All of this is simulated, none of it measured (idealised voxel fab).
The name of this process module is voxel gate over fins.
We display cut, a cross-section 165 nm in width whose square cells are each 5 nm.
The cross-sections in this document take the form of a grid made of square cells. They are written out as bands, in order from top to bottom. Each band consists of one or more rows of cells.
Basically the band line says how high the top is and how high the bottom is, in nm, and then what's in it from left to right, every material with its width in nm. Empty space shows up as "empty", and if a single material carries "everywhere" it runs the full band edge to edge.
We count height from 0. Below that, the starting wafer is all one material. The lowest band never ends at the bottom but goes on down; see "0 and below" for how that is written.
The expression "30->40" gives the width at the extremes of the band, the first number at its top row of cells and the second at its bottom row, with the width changing by equal amounts from each row to the next in between.
Key: "no alterations made" - step with no changed cell in the cross-section.
So "Cavities, closed" is basically the list of trapped voids: any empty space of 8 cells or more that can't reach the top through an opening. They're written width x height at distance, the distance being from the left edge, and it's all nm.
Where a step's line continues beyond its settings, the continuation is a remark by the simulator itself on that step.
The setting "overlay nm" may be written on the line of a step. When the step uses a mask, the value reports how far to the right of the planned place the mask lay, and a negative value reports that it lay to the left.
Process steps (planned)
| 1 | RECEIVE with material Si |
| 2 | CONFORMAL_DEP with material SiN, thk nm 10 |
| 3 | MASKED_ETCH with tone cover, mask id FINS, width nm 15, pitch nm 35, etch materials SiN, depth nm 10, overlay nm 0 |
| 4 | MASKED_ETCH with tone cover, mask id FINS, width nm 15, pitch nm 35, etch materials Si, depth nm 30, overlay nm 0 |
| 5 | OXIDIZE with depth nm 5 |
| 6 | FILL_DEP with material SiO2, thk nm 5 |
| 7 | CMP with height nm 10 |
| 8 | SELECTIVE_ETCH with etch materials SiO2, depth nm 20 |
| 9 | STRIP with etch materials SiN |
| 10 | CONFORMAL_DEP with material HfO2, thk nm 5 |
| 11 | CONFORMAL_DEP with material TiN, thk nm 5 |
| 12 | FILL_DEP with material W, thk nm 10 |
| 13 | CMP with height nm 15 |
| 14 | CONFORMAL_DEP with material SiN, thk nm 10 |
Delivered wafer in cross-section: state after step 1
	0 and below: Si everywhere
	Cavities, closed: none
First of two wafers at the end of the module, shown in cross-section; run carried out as planned
	25 down to 15: SiN everywhere
	15 down to 10: W everywhere
	10 down to 5: W: 35 / TiN: 25 / W: 10 / TiN: 25 / W: 10 / TiN: 25 / W: 35
	5 down to 0: W: 35 / TiN: 5 / HfO2: 15 / TiN: 5 / W: 10 / TiN: 5 / HfO2: 15 / TiN: 5 / W: 10 / TiN: 5 / HfO2: 15 / TiN: 5 / W: 35
	0 down to -5: TiN: 40 / HfO2: 5 / Si: 5 / HfO2: 5 / TiN: 20 / HfO2: 5 / Si: 5 / HfO2: 5 / TiN: 20 / HfO2: 5 / Si: 5 / HfO2: 5 / TiN: 40
	-5 down to -10: HfO2: 45 / Si: 5 / HfO2: 30 / Si: 5 / HfO2: 30 / Si: 5 / HfO2: 45
	-10 down to -35: SiO2: 45 / Si: 5 / SiO2: 30 / Si: 5 / SiO2: 30 / Si: 5 / SiO2: 45
	-35 and below: Si everywhere
	Cavities, closed: none
End-of-module cross-section of the second wafer: identical starting point and process plan to the first, with one processing mistake
	25 down to 15: SiN everywhere
	15 down to 10: W everywhere
	10 down to 5: W: 45 / TiN: 25 / W: 10 / TiN: 25 / W: 10 / TiN: 25 / W: 25
	5 down to 0: W: 35 / TiN: 15 / HfO2: 15 / TiN: 20 / HfO2: 15 / TiN: 20 / HfO2: 15 / TiN: 5 / W: 25
	0 down to -5: TiN: 40 / HfO2: 15 / Si: 5 / HfO2: 5 / TiN: 10 / HfO2: 15 / Si: 5 / HfO2: 5 / TiN: 10 / HfO2: 15 / Si: 5 / HfO2: 5 / TiN: 30
	-5 down to -10: HfO2: 45 / Si: 15 / HfO2: 20 / Si: 15 / HfO2: 20 / Si: 15 / HfO2: 35
	-10 down to -35: SiO2: 45 / Si: 15 / SiO2: 20 / Si: 15 / SiO2: 20 / Si: 15 / SiO2: 35
	-35 and below: Si everywhere
	Cavities, closed: none
Diagnosis: step 3 was processed under conditions differing from the plan, specifically as MASKED_ETCH with tone cover, mask id FINS, width nm 15, pitch nm 35, etch materials SiN, depth nm 10, overlay nm 10
End of process, cell counts, second wafer against first, materials with more or fewer: 36 more of Si; 30 fewer of SiO2; 6 fewer of W
